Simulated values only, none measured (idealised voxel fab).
Herein follows the process module entitled voxel transistor to metal.
The cross-section on display is named cut; it measures 190 nm wide, and its cells are 5 nm squares.
Cross-section layout: square cells on a grid; listed as bands, top to bottom; a band spans one or more cell rows. Look at the band entry: it leads with the top's height and the bottom's height in nm. Then it lists the materials left to right, with a width in nm for each. The word "throughout" on a single material says that material fills the band edge to edge. The word "air" is empty space. Height is counted from the level 0, under which the received wafer is composed throughout of one material. The lowest of the bands is not closed at the bottom but continues downward, in the notation "0 -> down". A width such as "30..40" changes by the same amount from each row of cells to the next, from the band's top row to its bottom row. The designation "nothing different", where it is given for a processing step, indicates that no cell of the cross-section was altered in the course of that step. Any empty space of 8 cells or more lacking an open way to the top shows up in "Completely sealed voids" as width x height at distance, distance from the left edge, in nm. Step line, after settings: the simulator's comment on this step. Each step line may optionally specify "overlay nm", which for a step with a mask gives the rightward distance between the mask's planned place and where it lay, a negative value indicating the leftward direction.

-- The steps planned for the process are as follows
1: RECEIVE, material Si
2: OXIDIZE, depth nm 5
3: CONFORMAL_DEP, material SiN, thk nm 10
4: MASKED_ETCH, tone cover, mask id ACTIVE, width nm 125, etch materials SiN, depth nm 10, overlay nm 0
5: MASKED_ETCH, tone cover, mask id ACTIVE, width nm 125, etch materials SiO2, depth nm 5, overlay nm 0
6: MASKED_ETCH, tone cover, mask id ACTIVE, width nm 125, etch materials Si, depth nm 20, overlay nm 0
7: OXIDIZE, depth nm 5
8: FILL_DEP, material SiO2, thk nm 5
9: CMP, height nm 10
10: SELECTIVE_ETCH, etch materials SiO2, depth nm 5
11: STRIP, etch materials SiN
12: SELECTIVE_ETCH, etch materials SiO2, depth nm 5
13: OXIDIZE, depth nm 5
14: DIRECTIONAL_DEP, material polySi, thk nm 30
15: DIRECTIONAL_DEP, material SiCN, thk nm 10
16: MASKED_ETCH, tone cover, mask id GATE, width nm 35, etch materials SiCN, depth nm 20, overlay nm 0
17: MASKED_ETCH, tone cover, mask id GATE, width nm 35, etch materials polySi, depth nm 40, overlay nm 0
18: CONFORMAL_DEP, material SiN, thk nm 5
19: DIRECTIONAL_ETCH, etch materials SiN, depth nm 5
20: DIRECTIONAL_ETCH, etch materials SiO2, depth nm 5
21: EPI, material pSi, thk nm 5
22: FILL_DEP, material SiO2, thk nm 10
23: CMP, height nm 25
24: STRIP, etch materials polySi
25: SELECTIVE_ETCH, etch materials SiO2, depth nm 5
26: CONFORMAL_DEP, material HfO2, thk nm 5
27: CONFORMAL_DEP, material TiN, thk nm 5
28: FILL_DEP, material W, thk nm 5
29: CMP, height nm 20
30: DIRECTIONAL_DEP, material SiO2, thk nm 10
31: MASKED_ETCH, tone open, mask id CONTACT, width nm 20, pitch nm 85, etch materials SiO2, depth nm 35, overlay nm 0
32: CONFORMAL_DEP, material TiN, thk nm 5
33: FILL_DEP, material Ru, thk nm 5
34: CMP, height nm 30
35: CONFORMAL_DEP, material SiCN, thk nm 5
36: DIRECTIONAL_DEP, material SiO2, thk nm 25
37: PATTERN, tone open, mask id METAL_1, material resist, width nm 20, pitch nm 85, thk nm 15, overlay nm 0
38: DIRECTIONAL_ETCH, etch materials SiO2, depth nm 25
39: DIRECTIONAL_ETCH, etch materials SiCN, depth nm 5
40: STRIP, etch materials resist
41: CONFORMAL_DEP, material TiN, thk nm 5
42: FILL_DEP, material Cu, thk nm 5
43: CMP, height nm 60
44: EPI, material Ru, thk nm 5
45: FILL_DEP, material SiCN, thk nm 5
46: DIRECTIONAL_DEP, material lowk, thk nm 30
47: PATTERN, tone open, mask id METAL_2_HOLES, material resist, width nm 15, pitch nm 85, thk nm 15, overlay nm 0
48: DIRECTIONAL_ETCH, etch materials lowk, depth nm 30
49: STRIP, etch materials resist
50: PATTERN, tone open, mask id METAL_2, material resist, width nm 20, pitch nm 85, thk nm 15, overlay nm 0
51: DIRECTIONAL_ETCH, etch materials lowk, depth nm 20
52: DIRECTIONAL_ETCH, etch materials SiCN, depth nm 5
53: STRIP, etch materials resist
54: CONFORMAL_DEP, material TiN, thk nm 5
55: FILL_DEP, material Cu, thk nm 5
56: CMP, height nm 100
57: CONFORMAL_DEP, material SiN, thk nm 5

-- First wafer of two (run as planned)

-- The cross-section here shows the wafer as received, i.e. in its state after step 1
  0 -> down = Si throughout
  Completely sealed voids: none

-- Step 2 done - wafer cross-section
  0 -> -5 = SiO2 throughout
  Unchanged below -5.

-- Step 3 done - wafer cross-section
  10 -> 0 = SiN throughout
  Unchanged below 0.

-- Step 4 done - wafer cross-section
  10 -> 0 = 30 of air  125 of SiN  35 of air
  Unchanged below 0.

-- Step 5 done - wafer cross-section
  10 -> 0 = 30 of air  125 of SiN  35 of air
  0 -> -5 = 30 of air  125 of SiO2  35 of air
  Unchanged below -5.

-- Step 6 done - wafer cross-section
  10 -> 0 = 30 of air  125 of SiN  35 of air
  0 -> -5 = 30 of air  125 of SiO2  35 of air
  -5 -> -25 = 30 of air  125 of Si  35 of air
  Unchanged below -25.

-- Step 7 done - wafer cross-section
  10 -> 0 = 30 of air  125 of SiN  35 of air
  0 -> -5 = 30 of air  125 of SiO2  35 of air
  -5 -> -25 = 30 of air  5 of SiO2  115 of Si  5 of SiO2  35 of air
  -25 -> -30 = 35 of SiO2  115 of Si  40 of SiO2
  Unchanged below -30.

-- Step 8 done - wafer cross-section
  15 -> 10 = SiO2 throughout
  10 -> 0 = 30 of SiO2  125 of SiN  35 of SiO2
  0 -> -5 = SiO2 throughout
  -5 -> -30 = 35 of SiO2  115 of Si  40 of SiO2
  Unchanged below -30.

-- Step 9 done - wafer cross-section
  10 -> 0 = 30 of SiO2  125 of SiN  35 of SiO2
  Unchanged below 0.

-- Step 10 done - wafer cross-section
  10 -> 5 = 30 of air  125 of SiN  35 of air
  Unchanged below 5.

-- Step 11 done - wafer cross-section
  5 -> 0 = 30 of SiO2  125 of air  35 of SiO2
  Unchanged below 0.

-- Step 12 done - wafer cross-section
  0 -> -5 = 25 of SiO2  135 of air  30 of SiO2
  Unchanged below -5.

-- Step 13 done - wafer cross-section
  0 -> -5 = 25 of SiO2  135 of air  30 of SiO2
  -5 -> -10 = SiO2 throughout
  Unchanged below -10.

-- Step 14 done - wafer cross-section
  30 -> 25 = 25 of polySi  135 of air  30 of polySi
  25 -> 0 = polySi throughout
  0 -> -5 = 25 of SiO2  135 of polySi  30 of SiO2
  Unchanged below -5.

-- Step 15 done - wafer cross-section
  40 -> 35 = 25 of SiCN  135 of air  30 of SiCN
  35 -> 30 = SiCN throughout
  30 -> 25 = 25 of polySi  135 of SiCN  30 of polySi
  Unchanged below 25.

-- Step 16 done - wafer cross-section
  35 -> 30 = 75 of air  35 of SiCN  80 of air
  30 -> 25 = 25 of polySi  50 of air  35 of SiCN  50 of air  30 of polySi
  Unchanged below 25.

-- Step 17 done - wafer cross-section
  35 -> 25 = 75 of air  35 of SiCN  80 of air
  25 -> 0 = 75 of air  35 of polySi  80 of air
  0 -> -5 = 25 of SiO2  50 of air  35 of polySi  50 of air  30 of SiO2
  Unchanged below -5.

-- Step 18 done - wafer cross-section
  40 -> 35 = 70 of air  45 of SiN  75 of air
  35 -> 25 = 70 of air  5 of SiN  35 of SiCN  5 of SiN  75 of air
  25 -> 5 = 70 of air  5 of SiN  35 of polySi  5 of SiN  75 of air
  5 -> 0 = 30 of SiN  40 of air  5 of SiN  35 of polySi  5 of SiN  40 of air  35 of SiN
  0 -> -5 = 25 of SiO2  50 of SiN  35 of polySi  50 of SiN  30 of SiO2
  Unchanged below -5.

-- Step 19 done - wafer cross-section
  35 -> 25 = 70 of air  5 of SiN  35 of SiCN  5 of SiN  75 of air
  25 -> 0 = 70 of air  5 of SiN  35 of polySi  5 of SiN  75 of air
  0 -> -5 = 25 of SiO2  5 of SiN  40 of air  5 of SiN  35 of polySi  5 of SiN  40 of air  5 of SiN  30 of SiO2
  Unchanged below -5.

-- Step 20 done - wafer cross-section
  35 -> 25 = 70 of air  5 of SiN  35 of SiCN  5 of SiN  75 of air
  25 -> 0 = 70 of air  5 of SiN  35 of polySi  5 of SiN  75 of air
  0 -> -5 = 25 of air  5 of SiN  40 of air  5 of SiN  35 of polySi  5 of SiN  40 of air  5 of SiN  30 of air
  -5 -> -10 = 30 of SiO2  40 of air  45 of SiO2  40 of air  35 of SiO2
  Unchanged below -10.

-- Step 21 done - wafer cross-section
  35 -> 25 = 70 of air  5 of SiN  35 of SiCN  5 of SiN  75 of air
  25 -> 0 = 70 of air  5 of SiN  35 of polySi  5 of SiN  75 of air
  0 -> -5 = 25 of air  5 of SiN  40 of air  5 of SiN  35 of polySi  5 of SiN  40 of air  5 of SiN  30 of air
  -5 -> -10 = 30 of SiO2  40 of pSi  45 of SiO2  40 of pSi  35 of SiO2
  Unchanged below -10.

-- Step 22 done - wafer cross-section
  45 -> 35 = SiO2 throughout
  35 -> 25 = 70 of SiO2  5 of SiN  35 of SiCN  5 of SiN  75 of SiO2
  25 -> 0 = 70 of SiO2  5 of SiN  35 of polySi  5 of SiN  75 of SiO2
  0 -> -5 = 25 of SiO2  5 of SiN  40 of SiO2  5 of SiN  35 of polySi  5 of SiN  40 of SiO2  5 of SiN  30 of SiO2
  Unchanged below -5.

-- Step 23 done - wafer cross-section
  25 -> 0 = 70 of SiO2  5 of SiN  35 of polySi  5 of SiN  75 of SiO2
  Unchanged below 0.

-- Step 24 done - wafer cross-section
  25 -> 0 = 70 of SiO2  5 of SiN  35 of air  5 of SiN  75 of SiO2
  0 -> -5 = 25 of SiO2  5 of SiN  40 of SiO2  5 of SiN  35 of air  5 of SiN  40 of SiO2  5 of SiN  30 of SiO2
  Unchanged below -5.

-- Step 25 done - wafer cross-section
  25 -> 20 = 70 of air  5 of SiN  35 of air  5 of SiN  75 of air
  20 -> 0 = 70 of SiO2  5 of SiN  35 of air  5 of SiN  75 of SiO2
  0 -> -5 = 25 of SiO2  5 of SiN  40 of SiO2  5 of SiN  35 of air  5 of SiN  40 of SiO2  5 of SiN  30 of SiO2
  -5 -> -10 = 30 of SiO2  40 of pSi  45 of air  40 of pSi  35 of SiO2
  Unchanged below -10.

-- Step 26 done - wafer cross-section
  30 -> 25 = 65 of air  15 of HfO2  25 of air  15 of HfO2  70 of air
  25 -> 20 = 70 of HfO2  5 of SiN  5 of HfO2  25 of air  5 of HfO2  5 of SiN  75 of HfO2
  20 -> 0 = 70 of SiO2  5 of SiN  5 of HfO2  25 of air  5 of HfO2  5 of SiN  75 of SiO2
  0 -> -5 = 25 of SiO2  5 of SiN  40 of SiO2  5 of SiN  5 of HfO2  25 of air  5 of HfO2  5 of SiN  40 of SiO2  5 of SiN  30 of SiO2
  -5 -> -10 = 30 of SiO2  40 of pSi  45 of HfO2  40 of pSi  35 of SiO2
  Unchanged below -10.

-- Step 27 done - wafer cross-section
  35 -> 30 = 60 of air  25 of TiN  15 of air  25 of TiN  65 of air
  30 -> 25 = 65 of TiN  15 of HfO2  5 of TiN  15 of air  5 of TiN  15 of HfO2  70 of TiN
  25 -> 20 = 70 of HfO2  5 of SiN  5 of HfO2  5 of TiN  15 of air  5 of TiN  5 of HfO2  5 of SiN  75 of HfO2
  20 -> 0 = 70 of SiO2  5 of SiN  5 of HfO2  5 of TiN  15 of air  5 of TiN  5 of HfO2  5 of SiN  75 of SiO2
  0 -> -5 = 25 of SiO2  5 of SiN  40 of SiO2  5 of SiN  5 of HfO2  25 of TiN  5 of HfO2  5 of SiN  40 of SiO2  5 of SiN  30 of SiO2
  Unchanged below -5.

-- Step 28 done - wafer cross-section
  40 -> 35 = W throughout
  35 -> 30 = 60 of W  25 of TiN  15 of W  25 of TiN  65 of W
  30 -> 25 = 65 of TiN  15 of HfO2  5 of TiN  15 of W  5 of TiN  15 of HfO2  70 of TiN
  25 -> 20 = 70 of HfO2  5 of SiN  5 of HfO2  5 of TiN  15 of W  5 of TiN  5 of HfO2  5 of SiN  75 of HfO2
  20 -> 0 = 70 of SiO2  5 of SiN  5 of HfO2  5 of TiN  15 of W  5 of TiN  5 of HfO2  5 of SiN  75 of SiO2
  Unchanged below 0.

-- Step 29 done - wafer cross-section
  20 -> 0 = 70 of SiO2  5 of SiN  5 of HfO2  5 of TiN  15 of W  5 of TiN  5 of HfO2  5 of SiN  75 of SiO2
  Unchanged below 0.

-- Step 30 done - wafer cross-section
  30 -> 20 = SiO2 throughout
  Unchanged below 20.

-- Step 31 done - wafer cross-section
  30 -> 20 = 40 of SiO2  20 of air  65 of SiO2  20 of air  45 of SiO2
  20 -> 0 = 40 of SiO2  20 of air  10 of SiO2  5 of SiN  5 of HfO2  5 of TiN  15 of W  5 of TiN  5 of HfO2  5 of SiN  10 of SiO2  20 of air  45 of SiO2
  0 -> -5 = 25 of SiO2  5 of SiN  10 of SiO2  20 of air  10 of SiO2  5 of SiN  5 of HfO2  25 of TiN  5 of HfO2  5 of SiN  10 of SiO2  20 of air  10 of SiO2  5 of SiN  30 of SiO2
  Unchanged below -5.

-- Step 32 done - wafer cross-section
  35 -> 30 = 45 of TiN  10 of air  75 of TiN  10 of air  50 of TiN
  30 -> 20 = 40 of SiO2  5 of TiN  10 of air  5 of TiN  65 of SiO2  5 of TiN  10 of air  5 of TiN  45 of SiO2
  20 -> 0 = 40 of SiO2  5 of TiN  10 of air  5 of TiN  10 of SiO2  5 of SiN  5 of HfO2  5 of TiN  15 of W  5 of TiN  5 of HfO2  5 of SiN  10 of SiO2  5 of TiN  10 of air  5 of TiN  45 of SiO2
  0 -> -5 = 25 of SiO2  5 of SiN  10 of SiO2  20 of TiN  10 of SiO2  5 of SiN  5 of HfO2  25 of TiN  5 of HfO2  5 of SiN  10 of SiO2  20 of TiN  10 of SiO2  5 of SiN  30 of SiO2
  Unchanged below -5.

-- Step 33 done - wafer cross-section
  40 -> 35 = Ru throughout
  35 -> 30 = 45 of TiN  10 of Ru  75 of TiN  10 of Ru  50 of TiN
  30 -> 20 = 40 of SiO2  5 of TiN  10 of Ru  5 of TiN  65 of SiO2  5 of TiN  10 of Ru  5 of TiN  45 of SiO2
  20 -> 0 = 40 of SiO2  5 of TiN  10 of Ru  5 of TiN  10 of SiO2  5 of SiN  5 of HfO2  5 of TiN  15 of W  5 of TiN  5 of HfO2  5 of SiN  10 of SiO2  5 of TiN  10 of Ru  5 of TiN  45 of SiO2
  Unchanged below 0.

-- Step 34 done - wafer cross-section
  30 -> 20 = 40 of SiO2  5 of TiN  10 of Ru  5 of TiN  65 of SiO2  5 of TiN  10 of Ru  5 of TiN  45 of SiO2
  Unchanged below 20.

-- Step 35 done - wafer cross-section
  35 -> 30 = SiCN throughout
  Unchanged below 30.

-- Step 36 done - wafer cross-section
  60 -> 35 = SiO2 throughout
  Unchanged below 35.

-- Step 37 done - wafer cross-section
  75 -> 60 = 40 of resist  20 of air  65 of resist  20 of air  45 of resist
  Unchanged below 60.

-- Step 38 done - wafer cross-section
  75 -> 60 = 40 of resist  20 of air  65 of resist  20 of air  45 of resist
  60 -> 35 = 40 of SiO2  20 of air  65 of SiO2  20 of air  45 of SiO2
  Unchanged below 35.

-- Step 39 done - wafer cross-section
  75 -> 60 = 40 of resist  20 of air  65 of resist  20 of air  45 of resist
  60 -> 35 = 40 of SiO2  20 of air  65 of SiO2  20 of air  45 of SiO2
  35 -> 30 = 40 of SiCN  20 of air  65 of SiCN  20 of air  45 of SiCN
  Unchanged below 30.

-- Step 40 done - wafer cross-section
  60 -> 35 = 40 of SiO2  20 of air  65 of SiO2  20 of air  45 of SiO2
  Unchanged below 35.

-- Step 41 done - wafer cross-section
  65 -> 60 = 45 of TiN  10 of air  75 of TiN  10 of air  50 of TiN
  60 -> 35 = 40 of SiO2  5 of TiN  10 of air  5 of TiN  65 of SiO2  5 of TiN  10 of air  5 of TiN  45 of SiO2
  35 -> 30 = 40 of SiCN  20 of TiN  65 of SiCN  20 of TiN  45 of SiCN
  Unchanged below 30.

-- Step 42 done - wafer cross-section
  70 -> 65 = Cu throughout
  65 -> 60 = 45 of TiN  10 of Cu  75 of TiN  10 of Cu  50 of TiN
  60 -> 35 = 40 of SiO2  5 of TiN  10 of Cu  5 of TiN  65 of SiO2  5 of TiN  10 of Cu  5 of TiN  45 of SiO2
  Unchanged below 35.

-- Step 43 done - wafer cross-section
  60 -> 35 = 40 of SiO2  5 of TiN  10 of Cu  5 of TiN  65 of SiO2  5 of TiN  10 of Cu  5 of TiN  45 of SiO2
  Unchanged below 35.

-- Step 44 done - wafer cross-section
  65 -> 60 = 35 of air  30 of Ru  55 of air  30 of Ru  40 of air
  Unchanged below 60.

-- Step 45 done - wafer cross-section
  70 -> 65 = SiCN throughout
  65 -> 60 = 35 of SiCN  30 of Ru  55 of SiCN  30 of Ru  40 of SiCN
  Unchanged below 60.

-- Step 46 done - wafer cross-section
  100 -> 70 = lowk throughout
  Unchanged below 70.

-- Step 47 done - wafer cross-section
  115 -> 100 = 40 of resist  15 of air  70 of resist  15 of air  50 of resist
  Unchanged below 100.

-- Step 48 done - wafer cross-section
  115 -> 100 = 40 of resist  15 of air  70 of resist  15 of air  50 of resist
  100 -> 70 = 40 of lowk  15 of air  70 of lowk  15 of air  50 of lowk
  Unchanged below 70.

-- Step 49 done - wafer cross-section
  100 -> 70 = 40 of lowk  15 of air  70 of lowk  15 of air  50 of lowk
  Unchanged below 70.

-- Step 50 done - wafer cross-section
  115 -> 100 = 40 of resist  20 of air  65 of resist  20 of air  45 of resist
  Unchanged below 100.

-- Step 51 done - wafer cross-section
  115 -> 100 = 40 of resist  20 of air  65 of resist  20 of air  45 of resist
  100 -> 80 = 40 of lowk  20 of air  65 of lowk  20 of air  45 of lowk
  Unchanged below 80.

-- Step 52 done - wafer cross-section
  115 -> 100 = 40 of resist  20 of air  65 of resist  20 of air  45 of resist
  100 -> 80 = 40 of lowk  20 of air  65 of lowk  20 of air  45 of lowk
  80 -> 70 = 40 of lowk  15 of air  70 of lowk  15 of air  50 of lowk
  70 -> 65 = 40 of SiCN  15 of air  70 of SiCN  15 of air  50 of SiCN
  Unchanged below 65.

-- Step 53 done - wafer cross-section
  100 -> 80 = 40 of lowk  20 of air  65 of lowk  20 of air  45 of lowk
  Unchanged below 80.

-- Step 54 done - wafer cross-section
  105 -> 100 = 45 of TiN  10 of air  75 of TiN  10 of air  50 of TiN
  100 -> 85 = 40 of lowk  5 of TiN  10 of air  5 of TiN  65 of lowk  5 of TiN  10 of air  5 of TiN  45 of lowk
  85 -> 80 = 40 of lowk  5 of TiN  5 of air  10 of TiN  65 of lowk  5 of TiN  5 of air  10 of TiN  45 of lowk
  80 -> 70 = 40 of lowk  5 of TiN  5 of air  5 of TiN  70 of lowk  5 of TiN  5 of air  5 of TiN  50 of lowk
  70 -> 65 = 40 of SiCN  15 of TiN  70 of SiCN  15 of TiN  50 of SiCN
  Unchanged below 65.

-- Step 55 done - wafer cross-section
  110 -> 105 = Cu throughout
  105 -> 100 = 45 of TiN  10 of Cu  75 of TiN  10 of Cu  50 of TiN
  100 -> 85 = 40 of lowk  5 of TiN  10 of Cu  5 of TiN  65 of lowk  5 of TiN  10 of Cu  5 of TiN  45 of lowk
  85 -> 80 = 40 of lowk  5 of TiN  5 of Cu  10 of TiN  65 of lowk  5 of TiN  5 of Cu  10 of TiN  45 of lowk
  80 -> 70 = 40 of lowk  5 of TiN  5 of Cu  5 of TiN  70 of lowk  5 of TiN  5 of Cu  5 of TiN  50 of lowk
  Unchanged below 70.

-- Step 56 done - wafer cross-section
  100 -> 85 = 40 of lowk  5 of TiN  10 of Cu  5 of TiN  65 of lowk  5 of TiN  10 of Cu  5 of TiN  45 of lowk
  Unchanged below 85.

-- Step 57 done - wafer cross-section
  105 -> 100 = SiN throughout
  Unchanged below 100.

-- second wafer: like start, like plan, one mistake. Through step 25 it matches the first wafer

Cross-section of the second wafer at the time by which step 26 should have been completed according to the plan: nothing different

-- Cross-section of the second wafer at the time by which step 27 should have been completed according to the plan
  30 -> 25 = 65 of air  15 of TiN  25 of air  15 of TiN  70 of air
  25 -> 20 = 70 of TiN  5 of SiN  5 of TiN  25 of air  5 of TiN  5 of SiN  75 of TiN
  20 -> 0 = 70 of SiO2  5 of SiN  5 of TiN  25 of air  5 of TiN  5 of SiN  75 of SiO2
  0 -> -5 = 25 of SiO2  5 of SiN  40 of SiO2  5 of SiN  5 of TiN  25 of air  5 of TiN  5 of SiN  40 of SiO2  5 of SiN  30 of SiO2
  -5 -> -10 = 30 of SiO2  40 of pSi  45 of TiN  40 of pSi  35 of SiO2
  Unchanged below -10.

-- Cross-section of the second wafer at the time by which step 28 should have been completed according to the plan
  35 -> 30 = W throughout
  30 -> 25 = 65 of W  15 of TiN  25 of W  15 of TiN  70 of W
  25 -> 20 = 70 of TiN  5 of SiN  5 of TiN  25 of W  5 of TiN  5 of SiN  75 of TiN
  20 -> 0 = 70 of SiO2  5 of SiN  5 of TiN  25 of W  5 of TiN  5 of SiN  75 of SiO2
  0 -> -5 = 25 of SiO2  5 of SiN  40 of SiO2  5 of SiN  5 of TiN  25 of W  5 of TiN  5 of SiN  40 of SiO2  5 of SiN  30 of SiO2
  Unchanged below -5.

-- Cross-section of the second wafer at the time by which step 29 should have been completed according to the plan
  20 -> 0 = 70 of SiO2  5 of SiN  5 of TiN  25 of W  5 of TiN  5 of SiN  75 of SiO2
  Unchanged below 0.

-- Cross-section of the second wafer at the time by which step 30 should have been completed according to the plan
  30 -> 20 = SiO2 throughout
  Unchanged below 20.

-- Cross-section of the second wafer at the time by which step 31 should have been completed according to the plan
  30 -> 20 = 40 of SiO2  20 of air  65 of SiO2  20 of air  45 of SiO2
  20 -> 0 = 40 of SiO2  20 of air  10 of SiO2  5 of SiN  5 of TiN  25 of W  5 of TiN  5 of SiN  10 of SiO2  20 of air  45 of SiO2
  0 -> -5 = 25 of SiO2  5 of SiN  10 of SiO2  20 of air  10 of SiO2  5 of SiN  5 of TiN  25 of W  5 of TiN  5 of SiN  10 of SiO2  20 of air  10 of SiO2  5 of SiN  30 of SiO2
  Unchanged below -5.

-- Cross-section of the second wafer at the time by which step 32 should have been completed according to the plan
  35 -> 30 = 45 of TiN  10 of air  75 of TiN  10 of air  50 of TiN
  30 -> 20 = 40 of SiO2  5 of TiN  10 of air  5 of TiN  65 of SiO2  5 of TiN  10 of air  5 of TiN  45 of SiO2
  20 -> 0 = 40 of SiO2  5 of TiN  10 of air  5 of TiN  10 of SiO2  5 of SiN  5 of TiN  25 of W  5 of TiN  5 of SiN  10 of SiO2  5 of TiN  10 of air  5 of TiN  45 of SiO2
  0 -> -5 = 25 of SiO2  5 of SiN  10 of SiO2  20 of TiN  10 of SiO2  5 of SiN  5 of TiN  25 of W  5 of TiN  5 of SiN  10 of SiO2  20 of TiN  10 of SiO2  5 of SiN  30 of SiO2
  Unchanged below -5.

-- Cross-section of the second wafer at the time by which step 33 should have been completed according to the plan
  40 -> 35 = Ru throughout
  35 -> 30 = 45 of TiN  10 of Ru  75 of TiN  10 of Ru  50 of TiN
  30 -> 20 = 40 of SiO2  5 of TiN  10 of Ru  5 of TiN  65 of SiO2  5 of TiN  10 of Ru  5 of TiN  45 of SiO2
  20 -> 0 = 40 of SiO2  5 of TiN  10 of Ru  5 of TiN  10 of SiO2  5 of SiN  5 of TiN  25 of W  5 of TiN  5 of SiN  10 of SiO2  5 of TiN  10 of Ru  5 of TiN  45 of SiO2
  Unchanged below 0.

-- Cross-section of the second wafer at the time by which step 34 should have been completed according to the plan
  30 -> 20 = 40 of SiO2  5 of TiN  10 of Ru  5 of TiN  65 of SiO2  5 of TiN  10 of Ru  5 of TiN  45 of SiO2
  Unchanged below 20.

-- Cross-section of the second wafer at the time by which step 35 should have been completed according to the plan
  35 -> 30 = SiCN throughout
  Unchanged below 30.

-- Cross-section of the second wafer at the time by which step 36 should have been completed according to the plan
  60 -> 35 = SiO2 throughout
  Unchanged below 35.

-- Cross-section of the second wafer at the time by which step 37 should have been completed according to the plan
  75 -> 60 = 40 of resist  20 of air  65 of resist  20 of air  45 of resist
  Unchanged below 60.

-- Cross-section of the second wafer at the time by which step 38 should have been completed according to the plan
  75 -> 60 = 40 of resist  20 of air  65 of resist  20 of air  45 of resist
  60 -> 35 = 40 of SiO2  20 of air  65 of SiO2  20 of air  45 of SiO2
  Unchanged below 35.

-- Cross-section of the second wafer at the time by which step 39 should have been completed according to the plan
  75 -> 60 = 40 of resist  20 of air  65 of resist  20 of air  45 of resist
  60 -> 35 = 40 of SiO2  20 of air  65 of SiO2  20 of air  45 of SiO2
  35 -> 30 = 40 of SiCN  20 of air  65 of SiCN  20 of air  45 of SiCN
  Unchanged below 30.

-- Cross-section of the second wafer at the time by which step 40 should have been completed according to the plan
  60 -> 35 = 40 of SiO2  20 of air  65 of SiO2  20 of air  45 of SiO2
  Unchanged below 35.

-- Cross-section of the second wafer at the time by which step 41 should have been completed according to the plan
  65 -> 60 = 45 of TiN  10 of air  75 of TiN  10 of air  50 of TiN
  60 -> 35 = 40 of SiO2  5 of TiN  10 of air  5 of TiN  65 of SiO2  5 of TiN  10 of air  5 of TiN  45 of SiO2
  35 -> 30 = 40 of SiCN  20 of TiN  65 of SiCN  20 of TiN  45 of SiCN
  Unchanged below 30.

-- Cross-section of the second wafer at the time by which step 42 should have been completed according to the plan
  70 -> 65 = Cu throughout
  65 -> 60 = 45 of TiN  10 of Cu  75 of TiN  10 of Cu  50 of TiN
  60 -> 35 = 40 of SiO2  5 of TiN  10 of Cu  5 of TiN  65 of SiO2  5 of TiN  10 of Cu  5 of TiN  45 of SiO2
  Unchanged below 35.

-- Cross-section of the second wafer at the time by which step 43 should have been completed according to the plan
  60 -> 35 = 40 of SiO2  5 of TiN  10 of Cu  5 of TiN  65 of SiO2  5 of TiN  10 of Cu  5 of TiN  45 of SiO2
  Unchanged below 35.

-- Cross-section of the second wafer at the time by which step 44 should have been completed according to the plan
  65 -> 60 = 35 of air  30 of Ru  55 of air  30 of Ru  40 of air
  Unchanged below 60.

-- Cross-section of the second wafer at the time by which step 45 should have been completed according to the plan
  70 -> 65 = SiCN throughout
  65 -> 60 = 35 of SiCN  30 of Ru  55 of SiCN  30 of Ru  40 of SiCN
  Unchanged below 60.

-- Cross-section of the second wafer at the time by which step 46 should have been completed according to the plan
  100 -> 70 = lowk throughout
  Unchanged below 70.

-- Cross-section of the second wafer at the time by which step 47 should have been completed according to the plan
  115 -> 100 = 40 of resist  15 of air  70 of resist  15 of air  50 of resist
  Unchanged below 100.

-- Cross-section of the second wafer at the time by which step 48 should have been completed according to the plan
  115 -> 100 = 40 of resist  15 of air  70 of resist  15 of air  50 of resist
  100 -> 70 = 40 of lowk  15 of air  70 of lowk  15 of air  50 of lowk
  Unchanged below 70.

-- Cross-section of the second wafer at the time by which step 49 should have been completed according to the plan
  100 -> 70 = 40 of lowk  15 of air  70 of lowk  15 of air  50 of lowk
  Unchanged below 70.

-- Cross-section of the second wafer at the time by which step 50 should have been completed according to the plan
  115 -> 100 = 40 of resist  20 of air  65 of resist  20 of air  45 of resist
  Unchanged below 100.

-- Cross-section of the second wafer at the time by which step 51 should have been completed according to the plan
  115 -> 100 = 40 of resist  20 of air  65 of resist  20 of air  45 of resist
  100 -> 80 = 40 of lowk  20 of air  65 of lowk  20 of air  45 of lowk
  Unchanged below 80.

-- Cross-section of the second wafer at the time by which step 52 should have been completed according to the plan
  115 -> 100 = 40 of resist  20 of air  65 of resist  20 of air  45 of resist
  100 -> 80 = 40 of lowk  20 of air  65 of lowk  20 of air  45 of lowk
  80 -> 70 = 40 of lowk  15 of air  70 of lowk  15 of air  50 of lowk
  70 -> 65 = 40 of SiCN  15 of air  70 of SiCN  15 of air  50 of SiCN
  Unchanged below 65.

-- Cross-section of the second wafer at the time by which step 53 should have been completed according to the plan
  100 -> 80 = 40 of lowk  20 of air  65 of lowk  20 of air  45 of lowk
  Unchanged below 80.

-- Cross-section of the second wafer at the time by which step 54 should have been completed according to the plan
  105 -> 100 = 45 of TiN  10 of air  75 of TiN  10 of air  50 of TiN
  100 -> 85 = 40 of lowk  5 of TiN  10 of air  5 of TiN  65 of lowk  5 of TiN  10 of air  5 of TiN  45 of lowk
  85 -> 80 = 40 of lowk  5 of TiN  5 of air  10 of TiN  65 of lowk  5 of TiN  5 of air  10 of TiN  45 of lowk
  80 -> 70 = 40 of lowk  5 of TiN  5 of air  5 of TiN  70 of lowk  5 of TiN  5 of air  5 of TiN  50 of lowk
  70 -> 65 = 40 of SiCN  15 of TiN  70 of SiCN  15 of TiN  50 of SiCN
  Unchanged below 65.

-- Cross-section of the second wafer at the time by which step 55 should have been completed according to the plan
  110 -> 105 = Cu throughout
  105 -> 100 = 45 of TiN  10 of Cu  75 of TiN  10 of Cu  50 of TiN
  100 -> 85 = 40 of lowk  5 of TiN  10 of Cu  5 of TiN  65 of lowk  5 of TiN  10 of Cu  5 of TiN  45 of lowk
  85 -> 80 = 40 of lowk  5 of TiN  5 of Cu  10 of TiN  65 of lowk  5 of TiN  5 of Cu  10 of TiN  45 of lowk
  80 -> 70 = 40 of lowk  5 of TiN  5 of Cu  5 of TiN  70 of lowk  5 of TiN  5 of Cu  5 of TiN  50 of lowk
  Unchanged below 70.

-- Cross-section of the second wafer at the time by which step 56 should have been completed according to the plan
  100 -> 85 = 40 of lowk  5 of TiN  10 of Cu  5 of TiN  65 of lowk  5 of TiN  10 of Cu  5 of TiN  45 of lowk
  Unchanged below 85.

-- Cross-section of the second wafer at the time by which step 57 should have been completed according to the plan
  105 -> 100 = SiN throughout
  Unchanged below 100.
The plan and the run diverged here: execution of step 26 of the plan did not take place, the step having been omitted
Once processing is complete, comparing cell counts shows that the second wafer has more or fewer of certain materials than the first: -19 HfO2, +6 TiN, +13 W
